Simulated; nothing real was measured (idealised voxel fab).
Documented hereafter: the process module known as voxel ribs on slabs.
Cross-section cut: width 240 nm, square cells of 5 nm.
Each cross-section below is a grid of square cells, stated as bands in top-down order, with one or more rows of cells making up each band.
Heights first: top, then bottom, in nm. Then materials, left to right, each with a width in nm. "edge to edge" on a single material: fills the band edge to edge. "air": empty space.
Ref level 0: as-received wafer is one material below here. Bottom band extends down with no lower bound ("0 and below").
Graded width ("30..40"): value in top row of band = first number; value in bottom row = second number; row-to-row change constant.
The designation "nothing different", where it is given for a processing step, indicates that no cell of the cross-section was altered in the course of that step.
Reported under the label "Cavities, sealed" are the empty spaces having no open way to the top and comprising 8 cells or more; the notation for each is width x height at distance, in which the distance is measured from the left edge and all three values are in nm.
Where a step's line continues beyond its settings, the continuation is a remark by the simulator itself on that step.
"overlay nm" answers the question of how far to the right of plan the mask lay on a step that has a mask, and when it is negative the answer is to the left.
Quick note on how to read the rest: it's all pairs. You get the cross-section before a process step and the one after, but the after one only goes down as far as the lowest band that changed. The step in between, with its settings, sits under the pair. Heads up, the pairs can come from different runs of this module on the same starting wafer, so don't assume a pair picks up from the one above unless its "Cross-section, before" entry says it does.

# Cross-section, before
    80 down to 60  air=90 | resist=60 | air=90
    60 down to 55  air=90 | resist=15 | aC=30 | resist=15 | air=90
    55 down to 45  air=90 | aC=60 | air=90
    45 down to 40  air=90 | aC=15 | polySi=30 | aC=15 | air=90
    40 down to 25  polySi edge to edge
    25 down to 0  SiN edge to edge
    0 and below  Si edge to edge
    Cavities, sealed: none

# Section, Post-Step
    60 down to 55  air=105 | aC=30 | air=105
    All layers under 55 are left as they were.
    Cavities, sealed: none
Which process step falls between the two cross-sections above? STRIP [etch materials resist]

Cross-section, before: look at the pair above, its after cross-section is where this step starts.

# Section, Post-Step
    60 down to 55  air=105 | aC=30 | air=105
    55 down to 45  air=90 | aC=60 | air=90
    45 down to 40  air=90 | aC=15 | polySi=30 | aC=15 | air=90
    40 down to 25  air=90 | polySi=60 | air=90
    All layers under 25 are left as they were.
    Cavities, sealed: none
Which process step falls between the two cross-sections above? DIRECTIONAL_ETCH [etch materials polySi] [depth nm 15]

Cross-section, before: look at the pair above, its after cross-section is where this step starts.

# Section, Post-Step
    45 down to 40  air=105 | polySi=30 | air=105
    All layers under 40 are left as they were.
    Cavities, sealed: none
Which process step falls between the two cross-sections above? STRIP [etch materials aC]

Cross-section, before: look at the pair above, its after cross-section is where this step starts.

# Section, Post-Step
    75 down to 45  SiO2 edge to edge
    45 down to 40  SiO2=105 | polySi=30 | SiO2=105
    40 down to 25  SiO2=90 | polySi=60 | SiO2=90
    All layers under 25 are left as they were.
    Cavities, sealed: none
Which process step falls between the two cross-sections above? FILL_DEP [material SiO2] [thk nm 30]

Cross-section, before: look at the pair above, its after cross-section is where this step starts.

# Section, Post-Step
    65 down to 45  SiO2 edge to edge
    All layers under 45 are left as they were.
    Cavities, sealed: none
Which process step falls between the two cross-sections above? CMP [height nm 65]

Cross-section, before: look at the pair above, its after cross-section is where this step starts.

# Section, Post-Step
    70 down to 65  TiN edge to edge
    All layers under 65 are left as they were.
    Cavities, sealed: none
Which process step falls between the two cross-sections above? DIRECTIONAL_DEP [material TiN] [thk nm 5]

Cross-section, before: look at the pair above, its after cross-section is where this step starts.

# Section, Post-Step
    70 down to 65  air=100 | TiN=40 | air=100
    All layers under 65 are left as they were.
    Cavities, sealed: none
Which process step falls between the two cross-sections above? MASKED_ETCH [tone cover] [mask id HEATER] [width nm 40] [etch materials TiN] [depth nm 5] [overlay nm 0]

Cross-section, before: look at the pair above, its after cross-section is where this step starts.

# Section, Post-Step
    75 down to 70  air=95 | SiN=50 | air=95
    70 down to 65  SiN=100 | TiN=40 | SiN=100
    All layers under 65 are left as they were.
    Cavities, sealed: none
Which process step falls between the two cross-sections above? CONFORMAL_DEP [material SiN] [thk nm 5]

# Cross-section, before
    45 down to 25  polySi edge to edge
    25 down to 0  SiO2 edge to edge
    0 and below  Si edge to edge
    Cavities, sealed: none

# Section, Post-Step
    65 down to 45  resist=105 | air=30 | resist=105
    All layers under 45 are left as they were.
    Cavities, sealed: none
Which process step falls between the two cross-sections above? PATTERN [tone open] [mask id RIB] [material resist] [width nm 30] [thk nm 20] [overlay nm 0]

Cross-section, before: look at the pair above, its after cross-section is where this step starts.

# Section, Post-Step
    65 down to 45  resist=105 | air=30 | resist=105
    45 down to 40  polySi=105 | air=30 | polySi=105
    All layers under 40 are left as they were.
    Cavities, sealed: none
Which process step falls between the two cross-sections above? DIRECTIONAL_ETCH [etch materials polySi] [depth nm 5]

Cross-section, before: look at the pair above, its after cross-section is where this step starts.

# Section, Post-Step
    45 down to 40  polySi=105 | air=30 | polySi=105
    All layers under 40 are left as they were.
    Cavities, sealed: none
Which process step falls between the two cross-sections above? STRIP [etch materials resist]

Cross-section, before: look at the pair above, its after cross-section is where this step starts.

# Section, Post-Step
    60 down to 55  aC=105 | air=30 | aC=105
    55 down to 45  aC edge to edge
    45 down to 40  polySi=105 | aC=30 | polySi=105
    All layers under 40 are left as they were.
    Cavities, sealed: none
Which process step falls between the two cross-sections above? DIRECTIONAL_DEP [material aC] [thk nm 15]

Cross-section, before: look at the pair above, its after cross-section is where this step starts.

# Section, Post-Step
    95 down to 60  air=90 | resist=60 | air=90
    60 down to 55  aC=105 | resist=30 | aC=105
    All layers under 55 are left as they were.
    Cavities, sealed: none
Which process step falls between the two cross-sections above? PATTERN [tone cover] [mask id SLAB] [material resist] [width nm 60] [thk nm 35] [overlay nm 0]

Cross-section, before: look at the pair above, its after cross-section is where this step starts.

# Section, Post-Step
    80 down to 60  air=90 | resist=60 | air=90
    60 down to 55  air=90 | aC=15 | resist=30 | aC=15 | air=90
    55 down to 45  air=90 | aC=60 | air=90
    All layers under 45 are left as they were.
    Cavities, sealed: none
Which process step falls between the two cross-sections above? DIRECTIONAL_ETCH [etch materials aC] [depth nm 15]

Cross-section, before: look at the pair above, its after cross-section is where this step starts.

# Section, Post-Step
    60 down to 55  air=90 | aC=15 | air=30 | aC=15 | air=90
    All layers under 55 are left as they were.
    Cavities, sealed: none
Which process step falls between the two cross-sections above? STRIP [etch materials resist]

Cross-section, before: look at the pair above, its after cross-section is where this step starts.

# Section, Post-Step
    60 down to 55  air=90 | aC=15 | air=30 | aC=15 | air=90
    55 down to 45  air=90 | aC=60 | air=90
    45 down to 40  air=90 | polySi=15 | aC=30 | polySi=15 | air=90
    40 down to 30  air=90 | polySi=60 | air=90
    All layers under 30 are left as they were.
    Cavities, sealed: none
Which process step falls between the two cross-sections above? DIRECTIONAL_ETCH [etch materials polySi] [depth nm 15]

Cross-section, before: look at the pair above, its after cross-section is where this step starts.

# Section, Post-Step
    45 down to 40  air=90 | polySi=15 | air=30 | polySi=15 | air=90
    All layers under 40 are left as they were.
    Cavities, sealed: none
Which process step falls between the two cross-sections above? STRIP [etch materials aC]

Cross-section, before: look at the pair above, its after cross-section is where this step starts.

# Section, Post-Step
    75 down to 45  SiO2 edge to edge
    45 down to 40  SiO2=90 | polySi=15 | SiO2=30 | polySi=15 | SiO2=90
    40 down to 30  SiO2=90 | polySi=60 | SiO2=90
    All layers under 30 are left as they were.
    Cavities, sealed: none
Which process step falls between the two cross-sections above? FILL_DEP [material SiO2] [thk nm 30]

Cross-section, before: look at the pair above, its after cross-section is where this step starts.

# Section, Post-Step
    65 down to 45  SiO2 edge to edge
    All layers under 45 are left as they were.
    Cavities, sealed: none
Which process step falls between the two cross-sections above? CMP [height nm 65]

Cross-section, before: look at the pair above, its after cross-section is where this step starts.

# Section, Post-Step
    70 down to 65  TiN edge to edge
    All layers under 65 are left as they were.
    Cavities, sealed: none
Which process step falls between the two cross-sections above? DIRECTIONAL_DEP [material TiN] [thk nm 5]

Cross-section, before: look at the pair above, its after cross-section is where this step starts.

# Section, Post-Step
    70 down to 65  air=100 | TiN=40 | air=100
    All layers under 65 are left as they were.
    Cavities, sealed: none
Which process step falls between the two cross-sections above? MASKED_ETCH [tone cover] [mask id HEATER] [width nm 40] [etch materials TiN] [depth nm 5] [overlay nm 0]

Cross-section, before: look at the pair above, its after cross-section is where this step starts.

# Section, Post-Step
    75 down to 70  air=95 | SiN=50 | air=95
    70 down to 65  SiN=100 | TiN=40 | SiN=100
    All layers under 65 are left as they were.
    Cavities, sealed: none
Which process step falls between the two cross-sections above? CONFORMAL_DEP [material SiN] [thk nm 5]
